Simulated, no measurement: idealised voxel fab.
Process module in this document: voxel gate over fins
Section shown: cut. Width: 280 nm. Cell size: 5 nm, square.
The cross-sections in this document take the form of a grid made of square cells. They are written out as bands, in order from top to bottom. Each band consists of one or more rows of cells. This entry defines a band. It first specifies the height of the band's top and the height of its bottom in nm, and then specifies the band's materials from left to right, stating each material with its width in nm. The word "all across" identifies a single material that fills the band from edge to edge, while the word "air" identifies empty space. Height 0 is the level under which the wafer as received is all one material. The lowest band goes on downwards, as in "0 and below". Think of "30->40" as a width that walks from the first number to the second as you go down the band, top row to bottom row, taking equal-sized steps from row to row. Step marked "nothing altered"? Then no cell in the cross-section changed in it. Entry "Voids lacking openings". Content: empty spaces with no open connection to the top, size 8 cells or greater. Each: width x height at distance. Distance: from left edge. Unit: nm. Read whatever lies past the settings on a step's line as the simulator's own remark about the step. The optional step-line setting "overlay nm" applies to steps with a mask and quantifies how far to the right of its planned location the mask lay, a negative value indicating leftward placement.

The planned process steps are enumerated hereunder:
1: RECEIVE with material Si
2: CONFORMAL_DEP with material SiN, thk nm 5
3: PATTERN with tone cover, mask id FINS, material resist, width nm 15, pitch nm 45, thk nm 20, overlay nm 0
4: DIRECTIONAL_ETCH with etch materials SiN, depth nm 5
5: DIRECTIONAL_ETCH with etch materials Si, depth nm 35
6: STRIP with etch materials resist
7: FILL_DEP with material SiO2, thk nm 15
8: CMP with height nm 5
9: SELECTIVE_ETCH with etch materials SiO2, depth nm 20
10: STRIP with etch materials SiN
11: CONFORMAL_DEP with material HfO2, thk nm 5
12: CONFORMAL_DEP with material TiN, thk nm 5
13: CONFORMAL_DEP with material TiAl, thk nm 5
14: CONFORMAL_DEP with material TiN, thk nm 5
15: FILL_DEP with material W, thk nm 10
16: CMP with height nm 25
17: CONFORMAL_DEP with material SiN, thk nm 10

First wafer, two in total, run as planned:

Wafer at receipt (post step 1), cross-section:
	0 and below  Si all across
	Voids lacking openings: none

Sectional view: wafer, after step 2:
	5 down to 0  SiN all across
	Nothing below the height 0 has changed.

Sectional view: wafer, after step 3:
	25 down to 5  110 nm air  15 nm resist  30 nm air  15 nm resist  110 nm air
	Nothing below the height 5 has changed.

Sectional view: wafer, after step 4:
	25 down to 5  110 nm air  15 nm resist  30 nm air  15 nm resist  110 nm air
	5 down to 0  110 nm air  15 nm SiN  30 nm air  15 nm SiN  110 nm air
	Nothing below the height 0 has changed.

Sectional view: wafer, after step 5:
	25 down to 5  110 nm air  15 nm resist  30 nm air  15 nm resist  110 nm air
	5 down to 0  110 nm air  15 nm SiN  30 nm air  15 nm SiN  110 nm air
	0 down to -35  110 nm air  15 nm Si  30 nm air  15 nm Si  110 nm air
	Nothing below the height -35 has changed.

Sectional view: wafer, after step 6:
	5 down to 0  110 nm air  15 nm SiN  30 nm air  15 nm SiN  110 nm air
	Nothing below the height 0 has changed.

Sectional view: wafer, after step 7:
	20 down to 5  SiO2 all across
	5 down to 0  110 nm SiO2  15 nm SiN  30 nm SiO2  15 nm SiN  110 nm SiO2
	0 down to -35  110 nm SiO2  15 nm Si  30 nm SiO2  15 nm Si  110 nm SiO2
	Nothing below the height -35 has changed.

Sectional view: wafer, after step 8:
	5 down to 0  110 nm SiO2  15 nm SiN  30 nm SiO2  15 nm SiN  110 nm SiO2
	Nothing below the height 0 has changed.

Sectional view: wafer, after step 9:
	5 down to 0  110 nm air  15 nm SiN  30 nm air  15 nm SiN  110 nm air
	0 down to -15  110 nm air  15 nm Si  30 nm air  15 nm Si  110 nm air
	Nothing below the height -15 has changed.

Sectional view: wafer, after step 10:
	0 down to -15  110 nm air  15 nm Si  30 nm air  15 nm Si  110 nm air
	Nothing below the height -15 has changed.

Sectional view: wafer, after step 11:
	5 down to 0  105 nm air  25 nm HfO2  20 nm air  25 nm HfO2  105 nm air
	0 down to -10  105 nm air  5 nm HfO2  15 nm Si  5 nm HfO2  20 nm air  5 nm HfO2  15 nm Si  5 nm HfO2  105 nm air
	-10 down to -15  110 nm HfO2  15 nm Si  30 nm HfO2  15 nm Si  110 nm HfO2
	Nothing below the height -15 has changed.

Sectional view: wafer, after step 12:
	10 down to 5  100 nm air  35 nm TiN  10 nm air  35 nm TiN  100 nm air
	5 down to 0  100 nm air  5 nm TiN  25 nm HfO2  5 nm TiN  10 nm air  5 nm TiN  25 nm HfO2  5 nm TiN  100 nm air
	0 down to -5  100 nm air  5 nm TiN  5 nm HfO2  15 nm Si  5 nm HfO2  5 nm TiN  10 nm air  5 nm TiN  5 nm HfO2  15 nm Si  5 nm HfO2  5 nm TiN  100 nm air
	-5 down to -10  105 nm TiN  5 nm HfO2  15 nm Si  5 nm HfO2  20 nm TiN  5 nm HfO2  15 nm Si  5 nm HfO2  105 nm TiN
	Nothing below the height -10 has changed.

Sectional view: wafer, after step 13:
	15 down to 10  95 nm air  90 nm TiAl  95 nm air
	10 down to 5  95 nm air  5 nm TiAl  35 nm TiN  10 nm TiAl  35 nm TiN  5 nm TiAl  95 nm air
	5 down to 0  95 nm air  5 nm TiAl  5 nm TiN  25 nm HfO2  5 nm TiN  10 nm TiAl  5 nm TiN  25 nm HfO2  5 nm TiN  5 nm TiAl  95 nm air
	0 down to -5  100 nm TiAl  5 nm TiN  5 nm HfO2  15 nm Si  5 nm HfO2  5 nm TiN  10 nm TiAl  5 nm TiN  5 nm HfO2  15 nm Si  5 nm HfO2  5 nm TiN  100 nm TiAl
	Nothing below the height -5 has changed.

Sectional view: wafer, after step 14:
	20 down to 15  90 nm air  100 nm TiN  90 nm air
	15 down to 10  90 nm air  5 nm TiN  90 nm TiAl  5 nm TiN  90 nm air
	10 down to 5  90 nm air  5 nm TiN  5 nm TiAl  35 nm TiN  10 nm TiAl  35 nm TiN  5 nm TiAl  5 nm TiN  90 nm air
	5 down to 0  95 nm TiN  5 nm TiAl  5 nm TiN  25 nm HfO2  5 nm TiN  10 nm TiAl  5 nm TiN  25 nm HfO2  5 nm TiN  5 nm TiAl  95 nm TiN
	Nothing below the height 0 has changed.

Sectional view: wafer, after step 15:
	30 down to 20  W all across
	20 down to 15  90 nm W  100 nm TiN  90 nm W
	15 down to 10  90 nm W  5 nm TiN  90 nm TiAl  5 nm TiN  90 nm W
	10 down to 5  90 nm W  5 nm TiN  5 nm TiAl  35 nm TiN  10 nm TiAl  35 nm TiN  5 nm TiAl  5 nm TiN  90 nm W
	Nothing below the height 5 has changed.

Sectional view: wafer, after step 16:
	25 down to 20  W all across
	Nothing below the height 20 has changed.

Sectional view: wafer, after step 17:
	35 down to 25  SiN all across
	Nothing below the height 25 has changed.

The second wafer began exactly as the first did and followed the same plan, but one mistake was made while running it; through step 16 inclusive, the two wafers are identical:

Cross-section of the second wafer at the time by which step 17 should have been completed according to the plan:
	30 down to 25  SiN all across
	Nothing below the height 25 has changed.
what went wrong: step 17 was not run as planned; what actually ran was CONFORMAL_DEP with material SiN, thk nm 5
Per the end-of-run cell counts, the second wafer holds more or fewer of some materials than the first: 56 fewer of SiN
